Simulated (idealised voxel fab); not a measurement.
Process module heading - voxel self aligned vias
Cross-section cut: width 210 nm, square cells of 5 nm.
Just so we're on the same page, the cross-sections are grids of square cells, and they're listed out in bands top to bottom, each band one or more rows deep.
It is stipulated that each band's entry specify, in nanometres, the height of the top of the band and then that of its bottom, followed by the materials of the band in left-to-right sequence, each together with its width in nanometres. A single material marked by the word "full width" is understood to fill the band from edge to edge; the word "blank" is understood to denote empty space.
Basically, 0 is our baseline, since under it the wafer straight out of the box is all one material. The bottom band has no lower end and keeps on going down, so it looks like "0 down".
With a width like "30 to 40", each row of cells in the band differs from the next by the same amount, the top row carrying the first number and the bottom row the second.
Key: "no alterations made" - step with no changed cell in the cross-section.
"Enclosed internal cavities" specifies each empty space that is not open to the top and that occupies no fewer than 8 cells, using the form width x height at distance, the distance measured from the left edge and all three quantities in nm.
Formally, on a step line, whatever follows the settings is a remark that the simulator itself makes on the step.
The optional step-line setting "overlay nm" applies to steps with a mask and quantifies how far to the right of its planned location the mask lay, a negative value indicating leftward placement.

Process steps - plan:
- 1: RECEIVE with material Si
- 2: CONFORMAL_DEP with material SiO2, thk nm 10
- 3: CONFORMAL_DEP with material SiCN, thk nm 5
- 4: DIRECTIONAL_DEP with material SiO2, thk nm 25
- 5: DIRECTIONAL_DEP with material aC, thk nm 15
- 6: PATTERN with tone open, mask id LINES, material resist, width nm 20, pitch nm 65, thk nm 30, overlay nm 0
- 7: DIRECTIONAL_ETCH with etch materials aC, depth nm 15
- 8: STRIP with etch materials resist
- 9: DIRECTIONAL_ETCH with etch materials SiO2, depth nm 25
- 10: STRIP with etch materials aC
- 11: CONFORMAL_DEP with material TiN, thk nm 5
- 12: FILL_DEP with material Ru, thk nm 10
- 13: CMP with height nm 40
- 14: SELECTIVE_ETCH with etch materials W Ru TiN, depth nm 10
- 15: FILL_DEP with material SiN, thk nm 5
- 16: CMP with height nm 40
- 17: DIRECTIONAL_DEP with material SiO2, thk nm 20
- 18: MASKED_ETCH with tone open, mask id VIAS, width nm 40, pitch nm 130, etch materials SiO2, depth nm 20, overlay nm 0
- 19: MASKED_ETCH with tone open, mask id VIAS, width nm 40, pitch nm 130, etch materials SiN, depth nm 10, overlay nm 0
- 20: CONFORMAL_DEP with material TiN, thk nm 5
- 21: FILL_DEP with material Cu, thk nm 10
- 22: CMP with height nm 60
- 23: CONFORMAL_DEP with material SiCN, thk nm 5

Shown in cross-section is the wafer as received, that is, as it stands after step 1:
    0 down = Si full width
    Enclosed internal cavities: none

Cross-section at module end, one run error; start and plan unchanged from above:
    65 to 60 = SiCN full width
    60 to 45 = SiO2 20 / TiN 5 / Cu 30 / TiN 5 / SiO2 90 / TiN 5 / Cu 30 / TiN 5 / SiO2 20
    45 to 40 = SiO2 20 / TiN 15 / Cu 10 / TiN 15 / SiO2 90 / TiN 15 / Cu 10 / TiN 15 / SiO2 20
    40 to 35 = SiO2 30 / TiN 20 / SiO2 45 / SiN 20 / SiO2 45 / TiN 20 / SiO2 30
    35 to 30 = SiO2 30 / SiN 20 / SiO2 45 / SiN 20 / SiO2 45 / SiN 20 / SiO2 30
    30 to 20 = SiO2 30 / TiN 5 / Ru 10 / TiN 5 / SiO2 45 / TiN 5 / Ru 10 / TiN 5 / SiO2 45 / TiN 5 / Ru 10 / TiN 5 / SiO2 30
    20 to 15 = SiO2 30 / TiN 20 / SiO2 45 / TiN 20 / SiO2 45 / TiN 20 / SiO2 30
    15 to 10 = SiCN full width
    10 to 0 = SiO2 full width
    0 down = Si full width
    Enclosed internal cavities: none
The plan and the run diverged here: step 19 was not run as planned; what actually ran was MASKED_ETCH with tone open, mask id VIAS, width nm 40, pitch nm 130, etch materials SiN, depth nm 5, overlay nm 0
